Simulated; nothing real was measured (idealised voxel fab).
The name of this process module is voxel double patterning.
Cross-section cut spans 265 nm and uses square cells 5 nm in size.
We lay out every cross-section as a grid of square cells and spell it out in bands from the top down, where one band means one or more rows of cells.
Band entry format. Leading values: height of top, height of bottom, nm. Remainder: materials in left-to-right order, each with its width in nm. Special words: "edge to edge" on a single material, which then fills the band edge to edge; "air", empty space.
Where do heights start? At 0: under that level the wafer as delivered is made of one material only. And the lowest band has no floor; it just carries on downward, as in "0..down".
It should be noted that a width expressed as "30..40" varies in equal increments from row to row of cells within the band, taking the value of the first number at the top row and that of the second number at the bottom row.
"no modifications" after a step means that no cell of the cross-section changed.
This entry, "Sealed internal voids", enumerates those empty regions of no fewer than 8 cells that possess no open connection to the top. Each region is reported in the form width x height at distance, the distance being taken from the left edge, with all three quantities expressed in nm.
Formally, on a step line, whatever follows the settings is a remark that the simulator itself makes on the step.
overlay nm: right-of-plan distance of the mask on a masked step; negative values mean left-of-plan.

List of planned process steps
1 op RECEIVE | material Si
2 op CONFORMAL_DEP | material SiO2 | thk nm 5
3 op DIRECTIONAL_DEP | material W | thk nm 15
4 op DIRECTIONAL_DEP | material SiCN | thk nm 10
5 op MASKED_ETCH | tone open | mask id FIRST | width nm 15 | pitch nm 50 | etch materials SiCN | depth nm 10 | overlay nm 0
6 op MASKED_ETCH | tone open | mask id SECOND | width nm 15 | etch materials SiCN | depth nm 10 | overlay nm 0
7 op DIRECTIONAL_ETCH | etch materials W | depth nm 15
8 op STRIP | etch materials SiCN

What follows covers the first of two wafers; it ran as planned

Here's what the wafer looked like in cross-section when it arrived - that's after step 1
> 0..down | Si edge to edge
> Sealed internal voids: none

After step 2: wafer cross-section
> 5..0 | SiO2 edge to edge
> Below 0, no change.

After step 3: wafer cross-section
> 20..5 | W edge to edge
> Below 5, no change.

After step 4: wafer cross-section
> 30..20 | SiCN edge to edge
> Below 20, no change.

After step 5: wafer cross-section
> 30..20 | 100 of SiCN  15 of air  35 of SiCN  15 of air  100 of SiCN
> Below 20, no change.

After step 6: wafer cross-section
> 30..20 | 100 of SiCN  15 of air  10 of SiCN  15 of air  10 of SiCN  15 of air  100 of SiCN
> Below 20, no change.

After step 7: wafer cross-section
> 30..20 | 100 of SiCN  15 of air  10 of SiCN  15 of air  10 of SiCN  15 of air  100 of SiCN
> 20..5 | 100 of W  15 of air  10 of W  15 of air  10 of W  15 of air  100 of W
> Below 5, no change.

After step 8: wafer cross-section
> 20..5 | 100 of W  15 of air  10 of W  15 of air  10 of W  15 of air  100 of W
> Below 5, no change.

Wafer two of two - same starting point, same process plan, one mistake in execution; matches wafer one up to and including step 4

Cross-section of the second wafer at the time by which step 5 should have been completed according to the plan
> 30..20 | 95 of SiCN  25 of air  25 of SiCN  25 of air  95 of SiCN
> Below 20, no change.

Cross-section of the second wafer at the time by which step 6 should have been completed according to the plan
> 30..20 | 95 of SiCN  25 of air  5 of SiCN  15 of air  5 of SiCN  25 of air  95 of SiCN
> Below 20, no change.

Cross-section of the second wafer at the time by which step 7 should have been completed according to the plan
> 30..20 | 95 of SiCN  25 of air  5 of SiCN  15 of air  5 of SiCN  25 of air  95 of SiCN
> 20..5 | 95 of W  25 of air  5 of W  15 of air  5 of W  25 of air  95 of W
> Below 5, no change.

Cross-section of the second wafer at the time by which step 8 should have been completed according to the plan
> 20..5 | 95 of W  25 of air  5 of W  15 of air  5 of W  25 of air  95 of W
> Below 5, no change.
Which mistake was made when the wafer was run? in deviation from the planned setting, step 5 was conducted as op MASKED_ETCH | tone open | mask id FIRST | width nm 25 | pitch nm 50 | etch materials SiCN | depth nm 10 | overlay nm 0
Final difference in cells, second wafer against first, listed per material as more or fewer: W -12
